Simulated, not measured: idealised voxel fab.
You're looking at the process module voxel self aligned contacts.
Cross-section cut spans 280 nm and uses square cells 5 nm in size.
How to read a cross-section here: the picture is a grid of square cells, written as bands going from the top down, and any band can span one or more rows of cells. Read a band's entry like this: the first values are the height of its top and the height of its bottom in nm, and what follows is the sequence of materials from left to right, each with its width in nm. Note that "blank" is empty space, and that a single material marked "edge to edge" reaches across the band from edge to edge. Counting heights begins at 0, where everything beneath is, in the wafer as received, one material. The lowest band has no bottom; it goes on downwards, as "0 and below" shows. A two-number width, for instance "30 to 40", indicates that the width is equal to the first number in the top row of the band and to the second number in the bottom row, and that it changes by a constant amount per row of cells. "stayed the same", as given for a step, is the statement that not any cell of the cross-section underwent a change during that step. Under "Closed void roster" you'll find the enclosed gaps, the ones with no way out to the top, that are 8 cells or bigger; each reads width x height at distance, with distance counted from the left edge, everything in nm. Note: text after step settings on the step line = simulator remark on that step. "overlay nm" answers the question of how far to the right of plan the mask lay on a step that has a mask, and when it is negative the answer is to the left.

-- Planned step list for the process
1,RECEIVE [material Si]
2,CONFORMAL_DEP [material SiO2] [thk nm 5]
3,DIRECTIONAL_DEP [material polySi] [thk nm 20]
4,DIRECTIONAL_DEP [material SiN] [thk nm 15]
5,PATTERN [tone cover] [mask id GATE] [material resist] [width nm 25] [pitch nm 50] [thk nm 20] [overlay nm 0]
6,DIRECTIONAL_ETCH [etch materials SiN] [depth nm 15]
7,DIRECTIONAL_ETCH [etch materials polySi] [depth nm 20]
8,STRIP [etch materials resist]
9,CONFORMAL_DEP [material SiN] [thk nm 5]
10,DIRECTIONAL_ETCH [etch materials SiN] [depth nm 5]
11,FILL_DEP [material SiO2] [thk nm 15]
12,CMP [height nm 45]
13,MASKED_ETCH [tone open] [mask id CONTACT] [width nm 35] [etch materials SiO2] [depth nm 45] [overlay nm 0]
14,CONFORMAL_DEP [material TiN] [thk nm 5]
15,FILL_DEP [material W] [thk nm 10]
16,CMP [height nm 45]
17,CONFORMAL_DEP [material SiCN] [thk nm 5]

-- Cross-section of the incoming wafer, state after step 1
    0 and below: Si edge to edge
    Closed void roster: none

-- Same starting wafer, same plan as above, one mistake in the execution; this is the cross-section at the end of the module
    50 down to 45: SiCN edge to edge
    45 down to 40: 120 nm SiO2  15 nm TiN  5 nm W  20 nm TiN  120 nm SiO2
    40 down to 25: 95 nm SiO2  35 nm SiN  5 nm TiN  5 nm W  5 nm TiN  35 nm SiN  100 nm SiO2
    25 down to 5: 95 nm SiO2  5 nm SiN  25 nm polySi  5 nm SiN  5 nm TiN  5 nm W  5 nm TiN  5 nm SiN  25 nm polySi  5 nm SiN  100 nm SiO2
    5 down to 0: 130 nm SiO2  15 nm TiN  135 nm SiO2
    0 and below: Si edge to edge
    Closed void roster: none
Deviation from plan: off-plan run, step 13, actual operation and settings MASKED_ETCH [tone open] [mask id CONTACT] [width nm 40] [etch materials SiO2] [depth nm 45] [overlay nm 0]
